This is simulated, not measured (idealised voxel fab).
You're looking at the process module voxel released beams.
FYI the section here is cut, 295 nm wide, cells are 5 nm squares.
Notation: cross-section as square-cell grid; stated in bands, top first, going down; one or more cell rows per band.
A band entry consists of two parts. The first gives the height of the band's top and the height of its bottom, in nm. The rest lists the band's materials from left to right, each with its width in nm. A single material labelled with the word "all across" fills the band from edge to edge, and the word "blank" marks empty space.
Convention: height 0 is the level below which the wafer, as received, is all one material. The lowest band does not terminate at the bottom but continues downward, represented as "top 0, no bottom".
So if you see something like "30->40" for the width, read it as the top row of the band sitting at the first number and the bottom row at the second, with every row in between moving by the same amount as the last.
Where a step carries "remained the same", the cross-section came out of it unchanged, cell for cell.
Any empty space of 8 cells or more lacking an open way to the top shows up in "Sealed internal voids" as width x height at distance, distance from the left edge, in nm.
On each step's line, the part that comes after the settings is the simulator's own comment on the step.
On any step carrying a mask, the "overlay nm" setting, if present on the step's line, tells how far right of its planned place the mask lay; negative values point to the left.

Below is the list of planned process steps:
| 1 | RECEIVE | material Si |
| 2 | CONFORMAL_DEP | material SiN | thk nm 5 |
| 3 | DIRECTIONAL_DEP | material SiO2 | thk nm 10 |
| 4 | PATTERN | tone open | mask id ANCHOR | material resist | width nm 40 | thk nm 20 | overlay nm 0 |
| 5 | DIRECTIONAL_ETCH | etch materials SiO2 | depth nm 10 |
| 6 | STRIP | etch materials resist |
| 7 | CONFORMAL_DEP | material TiN | thk nm 15 |
| 8 | DIRECTIONAL_DEP | material aC | thk nm 10 |
| 9 | PATTERN | tone cover | mask id BEAM | material resist | width nm 120 | thk nm 25 | overlay nm 0 |
| 10 | DIRECTIONAL_ETCH | etch materials aC | depth nm 10 |
| 11 | STRIP | etch materials resist |
| 12 | DIRECTIONAL_ETCH | etch materials TiN | depth nm 15 |
| 13 | STRIP | etch materials aC |
| 14 | STRIP | etch materials SiO2 |

Received-state cross-section, reflecting completion of step 1:
	top 0, no bottom = Si all across
	Sealed internal voids: none

Here's the wafer cut in cross-section after the module, started and planned just like above, except one thing was done wrong in the run:
	top 30, bottom 20 = 80 nm blank, then 25 nm TiN, then 10 nm blank, then 95 nm TiN, then 85 nm blank
	top 20, bottom 15 = 80 nm blank, then 130 nm TiN, then 85 nm blank
	top 15, bottom 5 = 90 nm blank, then 40 nm TiN, then 165 nm blank
	top 5, bottom 0 = SiN all across
	top 0, no bottom = Si all across
	Sealed internal voids: none
Want to know what went wrong? contrary to plan, step 9 was performed as PATTERN | tone cover | mask id BEAM | material resist | width nm 130 | thk nm 25 | overlay nm 0
